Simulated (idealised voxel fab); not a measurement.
process module | voxel capacitor over wiring
cross-section cut | 195 nm wide | cells 5 nm
A cross-section is a grid of square cells, given in bands from the top down. A band is one or more rows of cells.
Each band's line starts with the height of the band's top and of its bottom, in nm. Then come its materials from left to right, each with its width in nm. One material with "throughout" fills the band from edge to edge. "air" is empty space.
Height 0 is the level under which the wafer as received is all one material. The lowest band goes on downwards, as in "0 down".
A width such as "30 to 40" changes by the same amount from each row of cells to the next, from the band's top row to its bottom row.
"no change" after a step means that no cell of the cross-section changed.
closed voids: empty space of 8 cells or more with no open way to the top, each as width x height at its distance from the left edge, in nm
after a step's settings: what the simulator itself notes on the step
overlay nm, on a step with a mask: how far to the right of its planned place the mask lay; to the left if negative
plan
1 op RECEIVE | material Si
2 op CONFORMAL_DEP | material SiO2 | thk nm 15
3 op DIRECTIONAL_DEP | material TiN | thk nm 5
4 op DIRECTIONAL_DEP | material W | thk nm 25
5 op MASKED_ETCH | tone cover | mask id METAL_1 | width nm 25 | pitch nm 80 | etch materials W | depth nm 25 | overlay nm 0
6 op MASKED_ETCH | tone cover | mask id METAL_1 | width nm 25 | pitch nm 80 | etch materials TiN | depth nm 5 | overlay nm 0
7 op FILL_DEP | material SiO2 | thk nm 10
8 op CMP | height nm 45
9 op CONFORMAL_DEP | material SiCN | thk nm 5
10 op DIRECTIONAL_DEP | material SiO2 | thk nm 20
11 op PATTERN | tone open | mask id PLUG_1 | material resist | width nm 15 | thk nm 20 | overlay nm 0
12 op DIRECTIONAL_ETCH | etch materials SiO2 | depth nm 20
13 op DIRECTIONAL_ETCH | etch materials SiCN | depth nm 5
14 op STRIP | etch materials resist
15 op EPI | material Ru | thk nm 10
16 op EPI | material Ru | thk nm 10
17 op EPI | material Ru | thk nm 5
18 op DIRECTIONAL_DEP | material TiN | thk nm 10
19 op DIRECTIONAL_DEP | material Al2O3 | thk nm 5
20 op DIRECTIONAL_DEP | material TiN | thk nm 5
21 op PATTERN | tone cover | mask id UPPER_PLATE | material resist | width nm 60 | thk nm 15 | overlay nm 0
22 op DIRECTIONAL_ETCH | etch materials TiN | depth nm 5
23 op DIRECTIONAL_ETCH | etch materials Al2O3 | depth nm 5
24 op STRIP | etch materials resist
25 op MASKED_ETCH | tone cover | mask id LOWER_PLATE | width nm 70 | etch materials TiN | depth nm 10 | overlay nm 0
26 op FILL_DEP | material SiO2 | thk nm 15
27 op CMP | height nm 100
28 op PATTERN | tone open | mask id PLUG_2 | material resist | width nm 15 | thk nm 15 | overlay nm 0
29 op DIRECTIONAL_ETCH | etch materials SiO2 | depth nm 10
30 op STRIP | etch materials resist
31 op CONFORMAL_DEP | material TiN | thk nm 5
32 op FILL_DEP | material Ru | thk nm 10
33 op CMP | height nm 100
34 op CONFORMAL_DEP | material SiCN | thk nm 5
as received, after step 1
  0 down: Si throughout
  closed voids: none
a wafer at the end: this start, this plan, one mistake
  105 to 100: SiCN throughout
  100 to 95: SiO2 65 | TiN 5 | Ru 5 | TiN 5 | SiO2 115
  95 to 85: SiO2 65 to 70 | TiN 15 to 45 | SiO2 115 to 80
  85 to 80: SiO2 70 | Al2O3 45 | SiO2 80
  80 to 70: SiO2 50 | TiN 5 | SiO2 15 | TiN 50 | SiO2 75
  70 to 65: SiO2 throughout
  65 to 60: SiO2 55 | TiN 15 | SiO2 125
  60 to 55: SiO2 55 | Al2O3 15 | SiO2 125
  55 to 50: SiO2 55 | TiN 15 | SiO2 125
  50 to 45: SiCN 55 | TiN 15 | SiCN 125
  45 to 20: W 45 | SiO2 25 | W 55 | SiO2 25 | W 45
  20 to 15: TiN throughout
  15 to 0: SiO2 throughout
  0 down: Si throughout
  closed voids: none
what went wrong: step 5 ran as: op MASKED_ETCH | tone open | mask id METAL_1 | width nm 25 | pitch nm 80 | etch materials W | depth nm 25 | overlay nm 0
